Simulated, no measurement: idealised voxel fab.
The following process module bears the name voxel self aligned contacts.
Square cells of 5 nm make up the cross-section cut, whose width is 280 nm.
We lay out every cross-section as a grid of square cells and spell it out in bands from the top down, where one band means one or more rows of cells. Quick guide to a band line: top height, bottom height (nm) up front; then every material left to right with its width in nm. Only one material and it's marked "everywhere"? Then it fills the band edge to edge. And "blank" just means empty space. Heights from 0 (as-received wafer is one material below). Bottom band endless downward, as "0 and below". Width spec "30..40" -> top row of cells at first value, bottom row at second value, equal per-row change in between. "stayed the same" -> step changed no cross-section cell. "Unvented voids" lists enclosed empty spaces (at least 8 cells, no open path upward to the top), each as width x height at distance from the left edge, in nm. If you see something after the settings on a step's line, that's the simulator's own remark about that step. For masked steps, "overlay nm" on the step line gives how far right of plan the mask actually lay; a minus sign means it lay to the left.
[Process steps - plan]
step 1: op RECEIVE | material Si
step 2: op CONFORMAL_DEP | material SiO2 | thk nm 5
step 3: op DIRECTIONAL_DEP | material polySi | thk nm 20
step 4: op DIRECTIONAL_DEP | material SiN | thk nm 20
step 5: op MASKED_ETCH | tone cover | mask id GATE | width nm 25 | pitch nm 55 | etch materials SiN | depth nm 20 | overlay nm 0
step 6: op MASKED_ETCH | tone cover | mask id GATE | width nm 25 | pitch nm 55 | etch materials polySi | depth nm 20 | overlay nm 0
step 7: op CONFORMAL_DEP | material SiN | thk nm 5
step 8: op DIRECTIONAL_ETCH | etch materials SiN | depth nm 5
step 9: op FILL_DEP | material SiO2 | thk nm 15
step 10: op CMP | height nm 50
step 11: op MASKED_ETCH | tone open | mask id CONTACT | width nm 40 | pitch nm 55 | etch materials SiO2 | depth nm 50 | overlay nm 0
step 12: op CONFORMAL_DEP | material TiN | thk nm 5
step 13: op FILL_DEP | material W | thk nm 5
step 14: op CMP | height nm 50
step 15: op CONFORMAL_DEP | material SiCN | thk nm 5
[Here's what the wafer looked like in cross-section when it arrived - that's after step 1]
- 0 and below: Si everywhere
- Unvented voids: none
[Result of the module, cross-sectioned: start per above, plan per above, one error in how it was run]
- 55 down to 50: SiCN everywhere
- 50 down to 40: 90 of SiO2, then 5..15 of TiN, then 30..10 of W, then 5..15 of TiN, then 15 of SiO2, then 5..15 of TiN, then 30..10 of W, then 5..15 of TiN, then 95 of SiO2
- 40 down to 20: 65 of SiO2, then 35 of SiN, then 5 of TiN, then 10 of W, then 5 of TiN, then 35 of SiN, then 5 of TiN, then 10 of W, then 5 of TiN, then 35 of SiN, then 70 of SiO2
- 20 down to 5: 65 of SiO2, then 5 of SiN, then 25 of polySi, then 5 of SiN, then 5 of TiN, then 10 of W, then 5 of TiN, then 5 of SiN, then 25 of polySi, then 5 of SiN, then 5 of TiN, then 10 of W, then 5 of TiN, then 5 of SiN, then 25 of polySi, then 5 of SiN, then 70 of SiO2
- 5 down to 0: 100 of SiO2, then 20 of TiN, then 35 of SiO2, then 20 of TiN, then 105 of SiO2
- 0 and below: Si everywhere
- Unvented voids: none
What went wrong in running the wafer? for step 3, the planned setting was not used; the step was instead run as op DIRECTIONAL_DEP | material polySi | thk nm 15
